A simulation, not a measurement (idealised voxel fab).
This is a process module. Its name is voxel wiring stack.
Cross-section cut spans 195 nm and uses square cells 5 nm in size.
Just so we're on the same page, the cross-sections are grids of square cells, and they're listed out in bands top to bottom, each band one or more rows deep. Per band: top height and bottom height in nm, followed by the left-to-right materials and their widths in nm; "throughout" marks a single material spanning edge to edge, "air" marks empty space. Measure heights from 0. That's the level where, below it, the as-received wafer is all one material. The lowest band is bottomless and extends downward; write it as in "0 nm and below". A two-number width, for instance "30..40", indicates that the width is equal to the first number in the top row of the band and to the second number in the bottom row, and that it changes by a constant amount per row of cells. Step marked "no alteration"? Then no cell in the cross-section changed in it. The list in "Closed void roster" covers empty spaces of 8 cells or more that cannot reach the top through any open way, and it gives each as width x height at distance; the distance is from the left edge, and width, height and distance are in nm. Whatever follows a step's settings on its line is a remark the simulator itself makes about that step. On any step carrying a mask, the "overlay nm" setting, if present on the step's line, tells how far right of its planned place the mask lay; negative values point to the left.

These are the steps we planned for the process
- 1: RECEIVE with material Si
- 2: CONFORMAL_DEP with material SiO2, thk nm 15
- 3: DIRECTIONAL_DEP with material TiN, thk nm 5
- 4: DIRECTIONAL_DEP with material W, thk nm 15
- 5: MASKED_ETCH with tone cover, mask id METAL_1, width nm 30, pitch nm 50, etch materials W, depth nm 15, overlay nm 0
- 6: MASKED_ETCH with tone cover, mask id METAL_1, width nm 30, pitch nm 50, etch materials TiN, depth nm 5, overlay nm 0
- 7: CONFORMAL_DEP with material SiN, thk nm 5
- 8: FILL_DEP with material SiO2, thk nm 5
- 9: CMP with height nm 35
- 10: CONFORMAL_DEP with material SiCN, thk nm 5
- 11: DIRECTIONAL_DEP with material SiO2, thk nm 10
- 12: MASKED_ETCH with tone open, mask id PLUG_1, width nm 15, pitch nm 50, etch materials SiO2, depth nm 10, overlay nm 0
- 13: MASKED_ETCH with tone open, mask id PLUG_1, width nm 15, pitch nm 50, etch materials SiCN, depth nm 5, overlay nm -15
- 14: EPI with material Ru, thk nm 10
- 15: EPI with material Ru, thk nm 5
- 16: CONFORMAL_DEP with material SiN, thk nm 5
- 17: DIRECTIONAL_DEP with material lowk, thk nm 20
- 18: DIRECTIONAL_DEP with material aC, thk nm 15
- 19: PATTERN with tone open, mask id METAL_2, material resist, width nm 30, pitch nm 50, thk nm 35, overlay nm 0
- 20: DIRECTIONAL_ETCH with etch materials aC, depth nm 15
- 21: STRIP with etch materials resist
- 22: DIRECTIONAL_ETCH with etch materials lowk, depth nm 20
- 23: DIRECTIONAL_ETCH with etch materials SiN, depth nm 5
- 24: STRIP with etch materials aC
- 25: CONFORMAL_DEP with material TiN, thk nm 5
- 26: FILL_DEP with material Cu, thk nm 10
- 27: CMP with height nm 75
- 28: EPI with material Ru, thk nm 5
- 29: FILL_DEP with material SiCN, thk nm 5
Keep in mind the plan's value for the overlay nm of step 13 comes from the first wafer; the wafers don't share that setting, but they do share the same starting point.

As received, i.e. after step 1: cross-section through the first of several wafers
> 0 nm and below: Si throughout
> Closed void roster: none

Here is how to read the rows: every wafer has a row, and it shows the wafer at the end of the module, giving for each material how many cells were gained (+) or lost (-) since the wafer was received, then listing its closed voids
overlay nm -15; +48 Cu; +24 Ru; +93 SiCN; +72 SiN; +222 SiO2; +66 TiN; +54 W; +84 lowk; Closed void roster: none
overlay nm -10; +48 Cu; +45 Ru; +90 SiCN; +60 SiN; +222 SiO2; +60 TiN; +54 W; +84 lowk; Closed void roster: none
overlay nm -5; +48 Cu; +48 Ru; +87 SiCN; +60 SiN; +222 SiO2; +60 TiN; +54 W; +84 lowk; Closed void roster: none
overlay nm 0; +48 Cu; +51 Ru; +84 SiCN; +60 SiN; +222 SiO2; +60 TiN; +54 W; +84 lowk; Closed void roster: none
overlay nm 5; +48 Cu; +48 Ru; +87 SiCN; +60 SiN; +222 SiO2; +60 TiN; +54 W; +84 lowk; Closed void roster: none
overlay nm 10; +48 Cu; +45 Ru; +90 SiCN; +60 SiN; +222 SiO2; +60 TiN; +54 W; +84 lowk; Closed void roster: none
overlay nm 15; +48 Cu; +24 Ru; +93 SiCN; +72 SiN; +222 SiO2; +66 TiN; +54 W; +84 lowk; Closed void roster: none
